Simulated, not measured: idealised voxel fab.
The following process module bears the name voxel quadruple lines.
The figure presents cross-section cut, which has a width of 300 nm and is divided into square cells with an edge length of 5 nm.
Cross-section format: a grid of square cells, given as bands from top to bottom; each band is one or more rows of cells.
Band: top height; bottom height; in nm. Then, left to right: material with width in nm, for each material. "throughout": a single material spanning edge to edge. "empty": empty space.
Heights are expressed relative to 0, this being the level below which the as-received wafer comprises one material exclusively. The lowest band is unbounded in the downward direction and is denoted as in "0 -> down".
So if you see something like "30->40" for the width, read it as the top row of the band sitting at the first number and the bottom row at the second, with every row in between moving by the same amount as the last.
"left unchanged", as given for a step, is the statement that not any cell of the cross-section underwent a change during that step.
Look at "Voids, enclosed" for the closed voids: empty spaces with no open path to the top, sized 8 cells or up. Each is width x height at distance, distance from the left edge, all nm.
Heads up: the bit after the settings on a step's line is the simulator's remark on that step.
You can add "overlay nm" to a step's line. For a step with a mask, it describes how far the mask lay to the right of its planned position, and a negative number describes a lay to the left.

The steps planned for the process are as follows:
- 1: RECEIVE [material Si]
- 2: CONFORMAL_DEP [material Al2O3] [thk nm 5]
- 3: DIRECTIONAL_DEP [material W] [thk nm 10]
- 4: DIRECTIONAL_DEP [material polySi] [thk nm 15]
- 5: DIRECTIONAL_DEP [material aC] [thk nm 25]
- 6: PATTERN [tone cover] [mask id MANDREL] [material resist] [width nm 30] [pitch nm 80] [thk nm 30] [overlay nm 0]
- 7: DIRECTIONAL_ETCH [etch materials aC] [depth nm 25]
- 8: STRIP [etch materials resist]
- 9: CONFORMAL_DEP [material SiO2] [thk nm 10]
- 10: DIRECTIONAL_ETCH [etch materials SiO2] [depth nm 10]
- 11: STRIP [etch materials aC]
- 12: DIRECTIONAL_ETCH [etch materials polySi] [depth nm 15]
- 13: STRIP [etch materials SiO2]
- 14: CONFORMAL_DEP [material SiN] [thk nm 10]
- 15: DIRECTIONAL_ETCH [etch materials SiN] [depth nm 10]
- 16: STRIP [etch materials polySi]
- 17: DIRECTIONAL_ETCH [etch materials W] [depth nm 10]
- 18: STRIP [etch materials SiN]

The first of the two wafers, which ran as planned:

Cross-sectional view of the wafer in its as-received condition, corresponding to the state after step 1:
	0 -> down  Si throughout
	Voids, enclosed: none

Take a look at the wafer's cross-section after step 2:
	5 -> 0  Al2O3 throughout
	For the remainder of the cross-section, below 0, there is no change.

Take a look at the wafer's cross-section after step 3:
	15 -> 5  W throughout
	For the remainder of the cross-section, below 5, there is no change.

Take a look at the wafer's cross-section after step 4:
	30 -> 15  polySi throughout
	For the remainder of the cross-section, below 15, there is no change.

Take a look at the wafer's cross-section after step 5:
	55 -> 30  aC throughout
	For the remainder of the cross-section, below 30, there is no change.

Take a look at the wafer's cross-section after step 6:
	85 -> 55  empty 95 / resist 30 / empty 50 / resist 30 / empty 95
	For the remainder of the cross-section, below 55, there is no change.

Take a look at the wafer's cross-section after step 7:
	60 -> 55  empty 95 / resist 30 / empty 50 / resist 30 / empty 95
	55 -> 30  empty 95 / aC 30 / empty 50 / aC 30 / empty 95
	For the remainder of the cross-section, below 30, there is no change.

Take a look at the wafer's cross-section after step 8:
	55 -> 30  empty 95 / aC 30 / empty 50 / aC 30 / empty 95
	For the remainder of the cross-section, below 30, there is no change.

Take a look at the wafer's cross-section after step 9:
	65 -> 55  empty 85 / SiO2 50 / empty 30 / SiO2 50 / empty 85
	55 -> 40  empty 85 / SiO2 10 / aC 30 / SiO2 10 / empty 30 / SiO2 10 / aC 30 / SiO2 10 / empty 85
	40 -> 30  SiO2 95 / aC 30 / SiO2 50 / aC 30 / SiO2 95
	For the remainder of the cross-section, below 30, there is no change.

Take a look at the wafer's cross-section after step 10:
	55 -> 30  empty 85 / SiO2 10 / aC 30 / SiO2 10 / empty 30 / SiO2 10 / aC 30 / SiO2 10 / empty 85
	For the remainder of the cross-section, below 30, there is no change.

Take a look at the wafer's cross-section after step 11:
	55 -> 30  empty 85 / SiO2 10 / empty 30 / SiO2 10 / empty 30 / SiO2 10 / empty 30 / SiO2 10 / empty 85
	For the remainder of the cross-section, below 30, there is no change.

Take a look at the wafer's cross-section after step 12:
	55 -> 30  empty 85 / SiO2 10 / empty 30 / SiO2 10 / empty 30 / SiO2 10 / empty 30 / SiO2 10 / empty 85
	30 -> 15  empty 85 / polySi 10 / empty 30 / polySi 10 / empty 30 / polySi 10 / empty 30 / polySi 10 / empty 85
	For the remainder of the cross-section, below 15, there is no change.

Take a look at the wafer's cross-section after step 13:
	30 -> 15  empty 85 / polySi 10 / empty 30 / polySi 10 / empty 30 / polySi 10 / empty 30 / polySi 10 / empty 85
	For the remainder of the cross-section, below 15, there is no change.

Take a look at the wafer's cross-section after step 14:
	40 -> 30  empty 75 / SiN 30 / empty 10 / SiN 30 / empty 10 / SiN 30 / empty 10 / SiN 30 / empty 75
	30 -> 25  empty 75 / SiN 10 / polySi 10 / SiN 10 / empty 10 / SiN 10 / polySi 10 / SiN 10 / empty 10 / SiN 10 / polySi 10 / SiN 10 / empty 10 / SiN 10 / polySi 10 / SiN 10 / empty 75
	25 -> 15  SiN 85 / polySi 10 / SiN 30 / polySi 10 / SiN 30 / polySi 10 / SiN 30 / polySi 10 / SiN 85
	For the remainder of the cross-section, below 15, there is no change.

Take a look at the wafer's cross-section after step 15:
	30 -> 15  empty 75 / SiN 10 / polySi 10 / SiN 10 / empty 10 / SiN 10 / polySi 10 / SiN 10 / empty 10 / SiN 10 / polySi 10 / SiN 10 / empty 10 / SiN 10 / polySi 10 / SiN 10 / empty 75
	For the remainder of the cross-section, below 15, there is no change.

Take a look at the wafer's cross-section after step 16:
	30 -> 15  empty 75 / SiN 10 / empty 10 / SiN 10 / empty 10 / SiN 10 / empty 10 / SiN 10 / empty 10 / SiN 10 / empty 10 / SiN 10 / empty 10 / SiN 10 / empty 10 / SiN 10 / empty 75
	For the remainder of the cross-section, below 15, there is no change.

Take a look at the wafer's cross-section after step 17:
	30 -> 15  empty 75 / SiN 10 / empty 10 / SiN 10 / empty 10 / SiN 10 / empty 10 / SiN 10 / empty 10 / SiN 10 / empty 10 / SiN 10 / empty 10 / SiN 10 / empty 10 / SiN 10 / empty 75
	15 -> 5  empty 75 / W 10 / empty 10 / W 10 / empty 10 / W 10 / empty 10 / W 10 / empty 10 / W 10 / empty 10 / W 10 / empty 10 / W 10 / empty 10 / W 10 / empty 75
	For the remainder of the cross-section, below 5, there is no change.

Take a look at the wafer's cross-section after step 18:
	15 -> 5  empty 75 / W 10 / empty 10 / W 10 / empty 10 / W 10 / empty 10 / W 10 / empty 10 / W 10 / empty 10 / W 10 / empty 10 / W 10 / empty 10 / W 10 / empty 75
	For the remainder of the cross-section, below 5, there is no change.

The remaining wafer, second of the two, started like the first and was run to the same plan, except that one mistake was made along the way; the two coincide through step 13, inclusive:

Second wafer, section view, time point: scheduled end of step 14:
	40 -> 30  empty 75 / SiO2 30 / empty 10 / SiO2 30 / empty 10 / SiO2 30 / empty 10 / SiO2 30 / empty 75
	30 -> 25  empty 75 / SiO2 10 / polySi 10 / SiO2 10 / empty 10 / SiO2 10 / polySi 10 / SiO2 10 / empty 10 / SiO2 10 / polySi 10 / SiO2 10 / empty 10 / SiO2 10 / polySi 10 / SiO2 10 / empty 75
	25 -> 15  SiO2 85 / polySi 10 / SiO2 30 / polySi 10 / SiO2 30 / polySi 10 / SiO2 30 / polySi 10 / SiO2 85
	For the remainder of the cross-section, below 15, there is no change.

Second wafer, section view, time point: scheduled end of step 15: left unchanged

Second wafer, section view, time point: scheduled end of step 16: left unchanged

Second wafer, section view, time point: scheduled end of step 17: left unchanged

Second wafer, section view, time point: scheduled end of step 18: left unchanged
Diagnosis: step 14 was run on a setting that differed from the plan, and what really ran there is CONFORMAL_DEP [material SiO2] [thk nm 10]
Bottom line after processing is that, in cells, the second wafer is up or down on some materials versus the first: +168 SiO2, +88 W, +24 polySi
